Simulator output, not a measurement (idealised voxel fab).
process module | voxel gate over fins
cross-section cut | 300 nm wide | cells 5 nm
A cross-section is a grid of square cells, given in bands from the top down. A band is one or more rows of cells.
Each band's line starts with the height of the band's top and of its bottom, in nm. Then come its materials from left to right, each with its width in nm. One material with "throughout" fills the band from edge to edge. "air" is empty space.
Height 0 is the level under which the wafer as received is all one material. The lowest band goes on downwards, as in "0 down".
A width such as "30 to 40" changes by the same amount from each row of cells to the next, from the band's top row to its bottom row.
"no change" after a step means that no cell of the cross-section changed.
closed voids: empty space of 8 cells or more with no open way to the top, each as width x height at its distance from the left edge, in nm
after a step's settings: what the simulator itself notes on the step
overlay nm, on a step with a mask: how far to the right of its planned place the mask lay; to the left if negative
plan
1 op RECEIVE | material Si
2 op CONFORMAL_DEP | material SiN | thk nm 5
3 op MASKED_ETCH | tone cover | mask id FINS | width nm 15 | pitch nm 55 | etch materials SiN | depth nm 5 | overlay nm 0
4 op MASKED_ETCH | tone cover | mask id FINS | width nm 15 | pitch nm 55 | etch materials Si | depth nm 40 | overlay nm 0
5 op OXIDIZE | depth nm 5
6 op FILL_DEP | material SiO2 | thk nm 10
7 op CMP | height nm 5
8 op DIRECTIONAL_DEP | material aC | thk nm 10
9 op PATTERN | tone open | mask id RAIL | material resist | width nm 15 | thk nm 25 | overlay nm 0
10 op DIRECTIONAL_ETCH | etch materials aC | depth nm 10
11 op STRIP | etch materials resist
12 op DIRECTIONAL_ETCH | etch materials SiO2 | depth nm 40
13 op STRIP | etch materials aC
14 op CONFORMAL_DEP | material TiN | thk nm 5
15 op FILL_DEP | material W | thk nm 10
16 op CMP | height nm 5
17 op SELECTIVE_ETCH | etch materials W Ru TiN | depth nm 15
18 op FILL_DEP | material SiO2 | thk nm 5
19 op CMP | height nm 5
20 op SELECTIVE_ETCH | etch materials SiO2 | depth nm 15
21 op STRIP | etch materials SiN
22 op CONFORMAL_DEP | material HfO2 | thk nm 5
23 op CONFORMAL_DEP | material TiN | thk nm 5
24 op CONFORMAL_DEP | material TiAl | thk nm 5
25 op CONFORMAL_DEP | material TiN | thk nm 5
26 op FILL_DEP | material W | thk nm 15
27 op CMP | height nm 30
28 op CONFORMAL_DEP | material SiN | thk nm 5
varied across the wafers: depth nm of step 17. The plan shows the first wafer's value. All wafers start alike
first wafer as received, after step 1
  0 down: Si throughout
  closed voids: none
first wafer at the end, after step 28
  35 to 30: SiN throughout
  30 to 20: W throughout
  20 to 15: W 45 | TiN 45 | W 10 | TiN 45 | W 10 | TiN 45 | W 10 | TiN 45 | W 45
  15 to 10: W 45 | TiN 5 | TiAl 35 | TiN 5 | W 10 | TiN 5 | TiAl 35 | TiN 5 | W 10 | TiN 5 | TiAl 35 | TiN 5 | W 10 | TiN 5 | TiAl 35 | TiN 5 | W 45
  10 to 5: TiN 50 | TiAl 5 | TiN 25 | TiAl 5 | TiN 20 | TiAl 5 | TiN 25 | TiAl 5 | TiN 20 | TiAl 5 | TiN 25 | TiAl 5 | TiN 20 | TiAl 5 | TiN 25 | TiAl 5 | TiN 50
  5 to 0: TiAl 55 | TiN 5 | HfO2 15 | TiN 5 | TiAl 30 | TiN 5 | HfO2 15 | TiN 5 | TiAl 30 | TiN 5 | HfO2 15 | TiN 5 | TiAl 30 | TiN 5 | HfO2 15 | TiN 5 | TiAl 55
  0 to -5: TiN 60 | HfO2 5 | Si 5 | HfO2 5 | TiN 40 | HfO2 5 | Si 5 | HfO2 5 | TiN 40 | HfO2 5 | Si 5 | HfO2 5 | TiN 40 | HfO2 5 | Si 5 | HfO2 5 | TiN 60
  -5 to -10: HfO2 65 | Si 5 | HfO2 50 | Si 5 | HfO2 50 | Si 5 | HfO2 50 | Si 5 | HfO2 65
  -10 to -30: SiO2 65 | Si 5 | SiO2 15 | TiN 5 | W 5 | TiN 5 | SiO2 20 | Si 5 | SiO2 50 | Si 5 | SiO2 50 | Si 5 | SiO2 65
  -30 to -35: SiO2 65 | Si 5 | SiO2 15 | TiN 15 | SiO2 20 | Si 5 | SiO2 50 | Si 5 | SiO2 50 | Si 5 | SiO2 65
  -35 to -45: SiO2 65 | Si 5 | SiO2 50 | Si 5 | SiO2 50 | Si 5 | SiO2 50 | Si 5 | SiO2 65
  -45 down: Si throughout
  closed voids: none
last wafer at the end
  35 to 30: SiN throughout
  30 to 20: W throughout
  20 to 15: W 45 | TiN 45 | W 10 | TiN 45 | W 10 | TiN 45 | W 10 | TiN 45 | W 45
  15 to 10: W 45 | TiN 5 | TiAl 35 | TiN 5 | W 10 | TiN 5 | TiAl 35 | TiN 5 | W 10 | TiN 5 | TiAl 35 | TiN 5 | W 10 | TiN 5 | TiAl 35 | TiN 5 | W 45
  10 to 5: TiN 50 | TiAl 5 | TiN 25 | TiAl 5 | TiN 20 | TiAl 5 | TiN 25 | TiAl 5 | TiN 20 | TiAl 5 | TiN 25 | TiAl 5 | TiN 20 | TiAl 5 | TiN 25 | TiAl 5 | TiN 50
  5 to 0: TiAl 55 | TiN 5 | HfO2 15 | TiN 5 | TiAl 30 | TiN 5 | HfO2 15 | TiN 5 | TiAl 30 | TiN 5 | HfO2 15 | TiN 5 | TiAl 30 | TiN 5 | HfO2 15 | TiN 5 | TiAl 55
  0 to -5: TiN 60 | HfO2 5 | Si 5 | HfO2 5 | TiN 40 | HfO2 5 | Si 5 | HfO2 5 | TiN 40 | HfO2 5 | Si 5 | HfO2 5 | TiN 40 | HfO2 5 | Si 5 | HfO2 5 | TiN 60
  -5 to -10: HfO2 65 | Si 5 | HfO2 50 | Si 5 | HfO2 50 | Si 5 | HfO2 50 | Si 5 | HfO2 65
  -10 to -45: SiO2 65 | Si 5 | SiO2 50 | Si 5 | SiO2 50 | Si 5 | SiO2 50 | Si 5 | SiO2 65
  -45 down: Si throughout
  closed voids: none
each wafer at the end: cells of each material gained (+) or lost (-) since it was received, then its closed voids
depth nm 15 | +76 HfO2 | -504 Si | +60 SiN | +377 SiO2 | +76 TiAl | +163 TiN | +172 W | closed voids: none
depth nm 20 | +76 HfO2 | -504 Si | +60 SiN | +380 SiO2 | +76 TiAl | +161 TiN | +171 W | closed voids: none
depth nm 25 | +76 HfO2 | -504 Si | +60 SiN | +383 SiO2 | +76 TiAl | +159 TiN | +170 W | closed voids: none
depth nm 30 | +76 HfO2 | -504 Si | +60 SiN | +386 SiO2 | +76 TiAl | +157 TiN | +169 W | closed voids: none
depth nm 35 | +76 HfO2 | -504 Si | +60 SiN | +389 SiO2 | +76 TiAl | +155 TiN | +168 W | closed voids: none
depth nm 40 | +76 HfO2 | -504 Si | +60 SiN | +392 SiO2 | +76 TiAl | +152 TiN | +168 W | closed voids: none
